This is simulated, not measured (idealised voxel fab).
The following is a process module called voxel spacer lines.
Cross-section cut: width 185 nm, square cells of 5 nm.
Think of the cross-section as a grid of square cells. We describe it in bands, top to bottom, and each band covers one or more rows of those cells.
This entry defines a band. It first specifies the height of the band's top and the height of its bottom in nm, and then specifies the band's materials from left to right, stating each material with its width in nm. The word "all across" identifies a single material that fills the band from edge to edge, while the word "blank" identifies empty space.
For the purposes of this specification, 0 denotes the height below which the wafer in its as-received condition is composed wholly of one material, and the lowermost band, lacking a lower limit, extends downward without end, as expressed in "0 -> down".
Graded width ("30->40"): value in top row of band = first number; value in bottom row = second number; row-to-row change constant.
It should be understood that the words "no modification", when stated for a given step, signify that the cross-section underwent no change in any of its cells during that step.
"Closed void register" - sealed voids, min. 8 cells, no opening to top; format: width x height at distance (distance from left edge; nm throughout).
That trailing text on a step's line, after the settings, is the simulator's own remark on the step.
A step's line can hold "overlay nm"; with a mask on that step, the setting says how far right of the planned place the mask lay, while a negative setting says it lay to the left.
# Here's what the planned process steps look like
1,RECEIVE | material Si
2,CONFORMAL_DEP | material Al2O3 | thk nm 5
3,DIRECTIONAL_DEP | material SiN | thk nm 10
4,DIRECTIONAL_DEP | material aC | thk nm 25
5,PATTERN | tone cover | mask id MANDREL | material resist | width nm 25 | pitch nm 70 | thk nm 30 | overlay nm 0
6,DIRECTIONAL_ETCH | etch materials aC | depth nm 25
7,STRIP | etch materials resist
8,CONFORMAL_DEP | material SiO2 | thk nm 10
9,DIRECTIONAL_ETCH | etch materials SiO2 | depth nm 10
10,STRIP | etch materials aC
11,DIRECTIONAL_ETCH | etch materials SiN | depth nm 10
12,STRIP | etch materials SiO2
13,FILL_DEP | material lowk | thk nm 5
14,CMP | height nm 15
# As received (post step 1): cross-section
> 0 -> down = Si all across
> Closed void register: none
# Here's the wafer cut in cross-section after the module, started and planned just like above, except one thing was done wrong in the run
> 15 -> 5 = 45 nm lowk | 10 nm SiN | 25 nm lowk | 10 nm SiN | 25 nm lowk | 10 nm SiN | 25 nm lowk | 10 nm SiN | 25 nm lowk
> 5 -> 0 = Al2O3 all across
> 0 -> down = Si all across
> Closed void register: none
Misprocessing identified: note that step 5 departed from the planned setting and was carried out as PATTERN | tone cover | mask id MANDREL | material resist | width nm 25 | pitch nm 70 | thk nm 30 | overlay nm 10
